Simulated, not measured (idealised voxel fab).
Process module in this document: voxel self aligned vias
Section shown: cut. Width: 170 nm. Cell size: 5 nm, square.
A cross-section in this document is a grid of square cells, and it is written down as bands, the top band listed before the ones below it; a band is made up of one or more rows of cells. Read a band's entry like this: the first values are the height of its top and the height of its bottom in nm, and what follows is the sequence of materials from left to right, each with its width in nm. Note that "blank" is empty space, and that a single material marked "full width" reaches across the band from edge to edge. It should be noted that heights are counted from 0, beneath which the wafer as supplied is of one material throughout, and that the lowest band possesses no lower boundary but continues downward, as written in "from 0 down". A width given as "30..40" starts at the first number in the band's top row and ends at the second number in its bottom row, shifting by an equal amount at every step from row to row. Given "nothing different" for a step, no cell of the cross-section differs between before and after that step. Enclosed voids (no open way to top), threshold 8 cells or more, entry "Enclosed void inventory", notation width x height at distance, distance from left edge, nm. Post-settings text on a step line: simulator's own remark regarding the step. The optional step-line setting "overlay nm" applies to steps with a mask and quantifies how far to the right of its planned location the mask lay, a negative value indicating leftward placement.

[The planned process steps are enumerated hereunder]
step 1: RECEIVE (material Si)
step 2: CONFORMAL_DEP (material SiO2; thk nm 10)
step 3: CONFORMAL_DEP (material SiCN; thk nm 5)
step 4: DIRECTIONAL_DEP (material lowk; thk nm 20)
step 5: MASKED_ETCH (tone open; mask id LINES; width nm 20; pitch nm 70; etch materials lowk; depth nm 20; overlay nm 0)
step 6: CONFORMAL_DEP (material TiN; thk nm 5)
step 7: FILL_DEP (material Ru; thk nm 5)
step 8: CMP (height nm 35)
step 9: SELECTIVE_ETCH (etch materials W Ru TiN; depth nm 10)
step 10: FILL_DEP (material SiN; thk nm 10)
step 11: CMP (height nm 35)
step 12: DIRECTIONAL_DEP (material lowk; thk nm 15)
step 13: DIRECTIONAL_DEP (material aC; thk nm 10)
step 14: PATTERN (tone open; mask id VIAS; material resist; width nm 40; pitch nm 70; thk nm 25; overlay nm 0)
step 15: DIRECTIONAL_ETCH (etch materials aC; depth nm 10)
step 16: STRIP (etch materials resist)
step 17: DIRECTIONAL_ETCH (etch materials lowk; depth nm 15)
step 18: DIRECTIONAL_ETCH (etch materials SiN; depth nm 10)
step 19: STRIP (etch materials aC)
step 20: CONFORMAL_DEP (material TiN; thk nm 5)
step 21: FILL_DEP (material W; thk nm 10)
step 22: CMP (height nm 50)
step 23: CONFORMAL_DEP (material SiCN; thk nm 5)

[As-received state of the wafer in cross-section, equivalent to post-step 1]
- from 0 down  Si full width
- Enclosed void inventory: none

[First of two wafers, end-of-module section, run followed plan]
- from 55 to 50  SiCN full width
- from 50 to 40  30 of lowk, 5 of TiN, 30 of W, 5 of TiN, 30 of lowk, 5 of TiN, 30 of W, 5 of TiN, 30 of lowk
- from 40 to 30  30..40 of lowk, 15..5 of TiN, 10 of W, 15..5 of TiN, 30..50 of lowk, 15..5 of TiN, 10 of W, 15..5 of TiN, 30..40 of lowk
- from 30 to 25  40 of lowk, 20 of TiN, 50 of lowk, 20 of TiN, 40 of lowk
- from 25 to 20  40 of lowk, 5 of TiN, 10 of Ru, 5 of TiN, 50 of lowk, 5 of TiN, 10 of Ru, 5 of TiN, 40 of lowk
- from 20 to 15  40 of lowk, 20 of TiN, 50 of lowk, 20 of TiN, 40 of lowk
- from 15 to 10  SiCN full width
- from 10 to 0  SiO2 full width
- from 0 down  Si full width
- Enclosed void inventory: none

[End of module, second wafer, cross-section. Started like the first, planned like the first, run with one mistake]
- from 55 to 50  SiCN full width
- from 50 to 40  35 of lowk, 5 of TiN, 20 of W, 5 of TiN, 40 of lowk, 5 of TiN, 20 of W, 5 of TiN, 35 of lowk
- from 40 to 30  35..40 of lowk, 10..5 of TiN, 10 of W, 10..5 of TiN, 40..50 of lowk, 10..5 of TiN, 10 of W, 10..5 of TiN, 35..40 of lowk
- from 30 to 25  40 of lowk, 20 of TiN, 50 of lowk, 20 of TiN, 40 of lowk
- from 25 to 20  40 of lowk, 5 of TiN, 10 of Ru, 5 of TiN, 50 of lowk, 5 of TiN, 10 of Ru, 5 of TiN, 40 of lowk
- from 20 to 15  40 of lowk, 20 of TiN, 50 of lowk, 20 of TiN, 40 of lowk
- from 15 to 10  SiCN full width
- from 10 to 0  SiO2 full width
- from 0 down  Si full width
- Enclosed void inventory: none
Nonconformance to the process plan: step 14, actual vs plan mismatch, actual run PATTERN (tone open; mask id VIAS; material resist; width nm 30; pitch nm 70; thk nm 25; overlay nm 0)
The closing comparison, in cells, has the second wafer with more or fewer of some materials than the first: TiN: 4 fewer, W: 8 fewer, lowk: 12 more
